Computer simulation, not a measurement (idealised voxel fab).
process module | voxel capacitor over wiring
cross-section cut | 160 nm wide | cells 5 nm
A cross-section is a grid of square cells, given in bands from the top down. A band is one or more rows of cells.
Each band's line starts with the height of the band's top and of its bottom, in nm. Then come its materials from left to right, each with its width in nm. One material with "throughout" fills the band from edge to edge. "air" is empty space.
Height 0 is the level under which the wafer as received is all one material. The lowest band goes on downwards, as in "0 down".
A width such as "30 to 40" changes by the same amount from each row of cells to the next, from the band's top row to its bottom row.
"no change" after a step means that no cell of the cross-section changed.
closed voids: empty space of 8 cells or more with no open way to the top, each as width x height at its distance from the left edge, in nm
after a step's settings: what the simulator itself notes on the step
overlay nm, on a step with a mask: how far to the right of its planned place the mask lay; to the left if negative
plan
1 op RECEIVE | material Si
2 op CONFORMAL_DEP | material SiO2 | thk nm 10
3 op DIRECTIONAL_DEP | material TiN | thk nm 5
4 op DIRECTIONAL_DEP | material Ru | thk nm 20
5 op PATTERN | tone cover | mask id METAL_1 | material resist | width nm 25 | pitch nm 75 | thk nm 15 | overlay nm 0
6 op DIRECTIONAL_ETCH | etch materials Ru | depth nm 20
7 op DIRECTIONAL_ETCH | etch materials TiN | depth nm 5
8 op STRIP | etch materials resist
9 op CONFORMAL_DEP | material SiCN | thk nm 5
10 op FILL_DEP | material lowk | thk nm 10
11 op CMP | height nm 35
12 op CONFORMAL_DEP | material SiCN | thk nm 5
13 op DIRECTIONAL_DEP | material lowk | thk nm 10
14 op PATTERN | tone open | mask id PLUG_1 | material resist | width nm 15 | thk nm 15 | overlay nm 0
15 op DIRECTIONAL_ETCH | etch materials lowk | depth nm 10
16 op DIRECTIONAL_ETCH | etch materials SiCN | depth nm 5
17 op STRIP | etch materials resist
18 op CONFORMAL_DEP | material TiN | thk nm 5
19 op FILL_DEP | material Cu | thk nm 5
20 op CMP | height nm 50
21 op DIRECTIONAL_DEP | material TiN | thk nm 5
22 op DIRECTIONAL_DEP | material Al2O3 | thk nm 5
23 op DIRECTIONAL_DEP | material TiN | thk nm 10
24 op MASKED_ETCH | tone cover | mask id UPPER_PLATE | width nm 55 | etch materials TiN | depth nm 10 | overlay nm 0
25 op MASKED_ETCH | tone cover | mask id UPPER_PLATE | width nm 55 | etch materials Al2O3 | depth nm 5 | overlay nm 0
26 op MASKED_ETCH | tone cover | mask id LOWER_PLATE | width nm 65 | etch materials TiN | depth nm 5 | overlay nm 0
27 op FILL_DEP | material SiO2 | thk nm 15
28 op CMP | height nm 80
29 op DIRECTIONAL_DEP | material aC | thk nm 15
30 op PATTERN | tone open | mask id PLUG_2 | material resist | width nm 15 | thk nm 35 | overlay nm 0
31 op DIRECTIONAL_ETCH | etch materials aC | depth nm 15
32 op STRIP | etch materials resist
33 op DIRECTIONAL_ETCH | etch materials SiO2 | depth nm 10
34 op STRIP | etch materials aC
35 op CONFORMAL_DEP | material TiN | thk nm 5
36 op FILL_DEP | material Cu | thk nm 10
37 op CMP | height nm 80
38 op CONFORMAL_DEP | material SiCN | thk nm 5
first wafer, as planned
as received, after step 1
  0 down: Si throughout
  closed voids: none
after step 2
  10 to 0: SiO2 throughout
  below 0: unchanged
after step 3
  15 to 10: TiN throughout
  below 10: unchanged
after step 4
  35 to 15: Ru throughout
  below 15: unchanged
after step 5
  50 to 35: air 30 | resist 25 | air 50 | resist 25 | air 30
  below 35: unchanged
after step 6
  50 to 35: air 30 | resist 25 | air 50 | resist 25 | air 30
  35 to 15: air 30 | Ru 25 | air 50 | Ru 25 | air 30
  below 15: unchanged
after step 7
  50 to 35: air 30 | resist 25 | air 50 | resist 25 | air 30
  35 to 15: air 30 | Ru 25 | air 50 | Ru 25 | air 30
  15 to 10: air 30 | TiN 25 | air 50 | TiN 25 | air 30
  below 10: unchanged
after step 8
  35 to 15: air 30 | Ru 25 | air 50 | Ru 25 | air 30
  below 15: unchanged
after step 9
  40 to 35: air 25 | SiCN 35 | air 40 | SiCN 35 | air 25
  35 to 15: air 25 | SiCN 5 | Ru 25 | SiCN 5 | air 40 | SiCN 5 | Ru 25 | SiCN 5 | air 25
  15 to 10: SiCN 30 | TiN 25 | SiCN 50 | TiN 25 | SiCN 30
  below 10: unchanged
after step 10
  50 to 40: lowk throughout
  40 to 35: lowk 25 | SiCN 35 | lowk 40 | SiCN 35 | lowk 25
  35 to 15: lowk 25 | SiCN 5 | Ru 25 | SiCN 5 | lowk 40 | SiCN 5 | Ru 25 | SiCN 5 | lowk 25
  below 15: unchanged
after step 11
  35 to 15: lowk 25 | SiCN 5 | Ru 25 | SiCN 5 | lowk 40 | SiCN 5 | Ru 25 | SiCN 5 | lowk 25
  below 15: unchanged
after step 12
  40 to 35: SiCN throughout
  below 35: unchanged
after step 13
  50 to 40: lowk throughout
  below 40: unchanged
after step 14
  65 to 50: resist 40 | air 15 | resist 105
  below 50: unchanged
after step 15
  65 to 50: resist 40 | air 15 | resist 105
  50 to 40: lowk 40 | air 15 | lowk 105
  below 40: unchanged
after step 16
  65 to 50: resist 40 | air 15 | resist 105
  50 to 40: lowk 40 | air 15 | lowk 105
  40 to 35: SiCN 40 | air 15 | SiCN 105
  below 35: unchanged
after step 17
  50 to 40: lowk 40 | air 15 | lowk 105
  below 40: unchanged
after step 18
  55 to 50: TiN 45 | air 5 | TiN 110
  50 to 40: lowk 40 | TiN 5 | air 5 | TiN 5 | lowk 105
  40 to 35: SiCN 40 | TiN 15 | SiCN 105
  below 35: unchanged
after step 19
  60 to 55: Cu throughout
  55 to 50: TiN 45 | Cu 5 | TiN 110
  50 to 40: lowk 40 | TiN 5 | Cu 5 | TiN 5 | lowk 105
  below 40: unchanged
after step 20
  50 to 40: lowk 40 | TiN 5 | Cu 5 | TiN 5 | lowk 105
  below 40: unchanged
after step 21
  55 to 50: TiN throughout
  below 50: unchanged
after step 22
  60 to 55: Al2O3 throughout
  below 55: unchanged
after step 23
  70 to 60: TiN throughout
  below 60: unchanged
after step 24
  70 to 60: air 40 | TiN 55 | air 65
  below 60: unchanged
after step 25
  70 to 60: air 40 | TiN 55 | air 65
  60 to 55: air 40 | Al2O3 55 | air 65
  below 55: unchanged
after step 26
  70 to 60: air 40 | TiN 55 | air 65
  60 to 55: air 40 | Al2O3 55 | air 65
  55 to 50: air 35 | TiN 65 | air 60
  below 50: unchanged
after step 27
  85 to 70: SiO2 throughout
  70 to 60: SiO2 40 | TiN 55 | SiO2 65
  60 to 55: SiO2 40 | Al2O3 55 | SiO2 65
  55 to 50: SiO2 35 | TiN 65 | SiO2 60
  below 50: unchanged
after step 28
  80 to 70: SiO2 throughout
  below 70: unchanged
after step 29
  95 to 80: aC throughout
  below 80: unchanged
after step 30
  130 to 95: resist 50 | air 15 | resist 95
  below 95: unchanged
after step 31
  115 to 95: resist 50 | air 15 | resist 95
  95 to 80: aC 50 | air 15 | aC 95
  below 80: unchanged
after step 32
  95 to 80: aC 50 | air 15 | aC 95
  below 80: unchanged
after step 33
  95 to 80: aC 50 | air 15 | aC 95
  80 to 70: SiO2 50 | air 15 | SiO2 95
  below 70: unchanged
after step 34
  80 to 70: SiO2 50 | air 15 | SiO2 95
  below 70: unchanged
after step 35
  85 to 80: TiN 55 | air 5 | TiN 100
  80 to 75: SiO2 50 | TiN 5 | air 5 | TiN 5 | SiO2 95
  75 to 70: SiO2 50 | TiN 15 | SiO2 95
  below 70: unchanged
after step 36
  95 to 85: Cu throughout
  85 to 80: TiN 55 | Cu 5 | TiN 100
  80 to 75: SiO2 50 | TiN 5 | Cu 5 | TiN 5 | SiO2 95
  below 75: unchanged
after step 37
  80 to 75: SiO2 50 | TiN 5 | Cu 5 | TiN 5 | SiO2 95
  below 75: unchanged
after step 38
  85 to 80: SiCN throughout
  below 80: unchanged
second wafer: like start, like plan, one mistake. Through step 23 it matches the first wafer
when step 24 should have ended
  70 to 60: air 45 | TiN 45 | air 70
  below 60: unchanged
when step 25 should have ended
  70 to 60: air 45 | TiN 45 | air 70
  60 to 55: air 40 | Al2O3 55 | air 65
  below 55: unchanged
when step 26 should have ended
  70 to 60: air 45 | TiN 45 | air 70
  60 to 55: air 40 | Al2O3 55 | air 65
  55 to 50: air 35 | TiN 65 | air 60
  below 50: unchanged
when step 27 should have ended
  85 to 70: SiO2 throughout
  70 to 60: SiO2 45 | TiN 45 | SiO2 70
  60 to 55: SiO2 40 | Al2O3 55 | SiO2 65
  55 to 50: SiO2 35 | TiN 65 | SiO2 60
  below 50: unchanged
when step 28 should have ended
  80 to 70: SiO2 throughout
  below 70: unchanged
when step 29 should have ended
  95 to 80: aC throughout
  below 80: unchanged
when step 30 should have ended
  130 to 95: resist 50 | air 15 | resist 95
  below 95: unchanged
when step 31 should have ended
  115 to 95: resist 50 | air 15 | resist 95
  95 to 80: aC 50 | air 15 | aC 95
  below 80: unchanged
when step 32 should have ended
  95 to 80: aC 50 | air 15 | aC 95
  below 80: unchanged
when step 33 should have ended
  95 to 80: aC 50 | air 15 | aC 95
  80 to 70: SiO2 50 | air 15 | SiO2 95
  below 70: unchanged
when step 34 should have ended
  80 to 70: SiO2 50 | air 15 | SiO2 95
  below 70: unchanged
when step 35 should have ended
  85 to 80: TiN 55 | air 5 | TiN 100
  80 to 75: SiO2 50 | TiN 5 | air 5 | TiN 5 | SiO2 95
  75 to 70: SiO2 50 | TiN 15 | SiO2 95
  below 70: unchanged
when step 36 should have ended
  95 to 85: Cu throughout
  85 to 80: TiN 55 | Cu 5 | TiN 100
  80 to 75: SiO2 50 | TiN 5 | Cu 5 | TiN 5 | SiO2 95
  below 75: unchanged
when step 37 should have ended
  80 to 75: SiO2 50 | TiN 5 | Cu 5 | TiN 5 | SiO2 95
  below 75: unchanged
when step 38 should have ended
  85 to 80: SiCN throughout
  below 80: unchanged
what went wrong: step 24 ran as: op MASKED_ETCH | tone cover | mask id UPPER_PLATE | width nm 45 | etch materials TiN | depth nm 10 | overlay nm 0
at the end the second wafer has, in cells: 4 more of SiO2 | 4 fewer of TiN
